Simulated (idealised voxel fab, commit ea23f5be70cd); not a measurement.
The following process module bears the name voxel self aligned vias.
The cross-section on display is named cut; it measures 285 nm wide, and its cells are 5 nm squares.
The cross-sections in this document take the form of a grid made of square cells. They are written out as bands, in order from top to bottom. Each band consists of one or more rows of cells. For a band, the entry starts with two heights in nm, that of the top and then that of the bottom, and carries on with the band's materials in order from left to right, each alongside its width in nm; the word "everywhere" beside a single material means it fills the band edge to edge, and "blank" means empty space. Height reference: 0 = level under which incoming wafer is all one material. Lowest band: no bottom, runs on downward, e.g. "z 0 and below". A width given as "30..40" starts at the first number in the band's top row and ends at the second number in its bottom row, shifting by an equal amount at every step from row to row. The designation "remained unchanged", where it is given for a processing step, indicates that no cell of the cross-section was altered in the course of that step. Empty spaces without an open route to the top, at least 8 cells in extent, make up the entry "Sealed void list"; each is given as width x height at distance, where the distance is measured from the left edge, and all are in nm. What comes after the settings on a step's line is commentary from the simulator itself on that step. The "overlay nm" setting may appear on a step's line; for a step that uses a mask, it gives how far to the right of its planned position the mask lay, and a negative value indicates the left.

SET OUT BELOW ARE THE PLANNED STEPS OF THE PROCESS
1: RECEIVE, material Si
2: CONFORMAL_DEP, material SiO2, thk nm 10
3: CONFORMAL_DEP, material SiCN, thk nm 5
4: DIRECTIONAL_DEP, material lowk, thk nm 25
5: PATTERN, tone open, mask id LINES, material resist, width nm 25, pitch nm 70, thk nm 15, overlay nm 0
6: DIRECTIONAL_ETCH, etch materials lowk, depth nm 25
7: STRIP, etch materials resist
8: CONFORMAL_DEP, material TiN, thk nm 5
9: FILL_DEP, material Ru, thk nm 10
10: CMP, height nm 40
11: SELECTIVE_ETCH, etch materials W Ru TiN, depth nm 5
12: FILL_DEP, material SiN, thk nm 10
13: CMP, height nm 40
14: DIRECTIONAL_DEP, material lowk, thk nm 20
15: DIRECTIONAL_DEP, material aC, thk nm 15
16: PATTERN, tone open, mask id VIAS, material resist, width nm 45, pitch nm 70, thk nm 30, overlay nm 0
17: DIRECTIONAL_ETCH, etch materials aC, depth nm 15
18: STRIP, etch materials resist
19: DIRECTIONAL_ETCH, etch materials lowk, depth nm 20
20: DIRECTIONAL_ETCH, etch materials SiN, depth nm 5
21: STRIP, etch materials aC
22: CONFORMAL_DEP, material TiN, thk nm 5
23: FILL_DEP, material Cu, thk nm 10
24: CMP, height nm 60
25: CONFORMAL_DEP, material SiCN, thk nm 5

DELIVERED WAFER IN CROSS-SECTION: STATE AFTER STEP 1
  z 0 and below  Si everywhere
  Sealed void list: none

END-OF-MODULE XS, FIRST OF TWO WAFERS, RUN AS PLANNED
  z 65 to 60  SiCN everywhere
  z 60 to 45  85 nm lowk, then 5 nm TiN, then 35 nm Cu, then 5 nm TiN, then 25 nm lowk, then 5 nm TiN, then 35 nm Cu, then 5 nm TiN, then 85 nm lowk
  z 45 to 40  85 nm lowk, then 15 nm TiN, then 15 nm Cu, then 15 nm TiN, then 25 nm lowk, then 15 nm TiN, then 15 nm Cu, then 15 nm TiN, then 85 nm lowk
  z 40 to 35  95 nm lowk, then 25 nm TiN, then 45 nm lowk, then 25 nm TiN, then 95 nm lowk
  z 35 to 20  95 nm lowk, then 5 nm TiN, then 15 nm Ru, then 5 nm TiN, then 45 nm lowk, then 5 nm TiN, then 15 nm Ru, then 5 nm TiN, then 95 nm lowk
  z 20 to 15  95 nm lowk, then 25 nm TiN, then 45 nm lowk, then 25 nm TiN, then 95 nm lowk
  z 15 to 10  SiCN everywhere
  z 10 to 0  SiO2 everywhere
  z 0 and below  Si everywhere
  Sealed void list: none

HERE'S THE SECOND OF OUR TWO WAFERS SECTIONED AT MODULE END. SAME START AS THE FIRST, SAME PLAN, BUT ONE MISTAKE GOT MADE RUNNING IT
  z 65 to 60  SiCN everywhere
  z 60 to 40  85 nm lowk, then 5 nm TiN, then 35 nm Cu, then 5 nm TiN, then 25 nm lowk, then 5 nm TiN, then 35 nm Cu, then 5 nm TiN, then 85 nm lowk
  z 40 to 35  85 nm lowk, then 45 nm TiN, then 25 nm lowk, then 45 nm TiN, then 85 nm lowk
  z 35 to 20  85 nm lowk, then 15 nm TiN, then 15 nm Ru, then 15 nm TiN, then 25 nm lowk, then 15 nm TiN, then 15 nm Ru, then 15 nm TiN, then 85 nm lowk
  z 20 to 15  95 nm lowk, then 25 nm TiN, then 45 nm lowk, then 25 nm TiN, then 95 nm lowk
  z 15 to 10  SiCN everywhere
  z 10 to 0  SiO2 everywhere
  z 0 and below  Si everywhere
  Sealed void list: none
What broke from the plan during processing? in the plan, step 19 was performed twice
End check, counted in cells, second wafer has more or fewer of these materials than the first: +8 Cu; +24 TiN; -32 lowk
